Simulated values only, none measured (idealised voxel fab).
process module | voxel fin reveal
cross-section cut | 190 nm wide | cells 5 nm
A cross-section is a grid of square cells, given in bands from the top down. A band is one or more rows of cells.
Each band's line starts with the height of the band's top and of its bottom, in nm. Then come its materials from left to right, each with its width in nm. One material with "throughout" fills the band from edge to edge. "air" is empty space.
Height 0 is the level under which the wafer as received is all one material. The lowest band goes on downwards, as in "0 down".
A width such as "30 to 40" changes by the same amount from each row of cells to the next, from the band's top row to its bottom row.
"no change" after a step means that no cell of the cross-section changed.
closed voids: empty space of 8 cells or more with no open way to the top, each as width x height at its distance from the left edge, in nm
after a step's settings: what the simulator itself notes on the step
overlay nm, on a step with a mask: how far to the right of its planned place the mask lay; to the left if negative
plan
1 op RECEIVE | material Si
2 op CONFORMAL_DEP | material SiN | thk nm 5
3 op MASKED_ETCH | tone cover | mask id FINS | width nm 15 | pitch nm 40 | etch materials SiN | depth nm 5 | overlay nm 0
4 op MASKED_ETCH | tone cover | mask id FINS | width nm 15 | pitch nm 40 | etch materials Si | depth nm 35 | overlay nm 0
5 op OXIDIZE | depth nm 5
6 op FILL_DEP | material SiO2 | thk nm 15
7 op CMP | height nm 5
8 op SELECTIVE_ETCH | etch materials SiO2 | depth nm 15
9 op STRIP | etch materials SiN
varied across the wafers: width nm of step 4. The plan shows the first wafer's value. All wafers start alike
first wafer as received, after step 1
  0 down: Si throughout
  closed voids: none
first wafer at the end, after step 9
  0 to -10: air 30 | Si 5 | air 35 | Si 5 | air 35 | Si 5 | air 35 | Si 5 | air 35
  -10 to -40: SiO2 30 | Si 5 | SiO2 35 | Si 5 | SiO2 35 | Si 5 | SiO2 35 | Si 5 | SiO2 35
  -40 down: Si throughout
  closed voids: none
last wafer at the end
  0 to -10: air 30 to 25 | Si 5 to 15 | air 35 to 25 | Si 5 to 15 | air 35 to 25 | Si 5 to 15 | air 35 to 25 | Si 5 to 15 | air 35 to 30
  -10 to -40: SiO2 25 | Si 15 | SiO2 25 | Si 15 | SiO2 25 | Si 15 | SiO2 25 | Si 15 | SiO2 30
  -40 down: Si throughout
  closed voids: none
each wafer at the end: cells of each material gained (+) or lost (-) since it was received, then its closed voids
width nm 15 | -272 Si | +204 SiO2 | closed voids: none
width nm 20 | -244 Si | +180 SiO2 | closed voids: none
width nm 25 | -216 Si | +156 SiO2 | closed voids: none
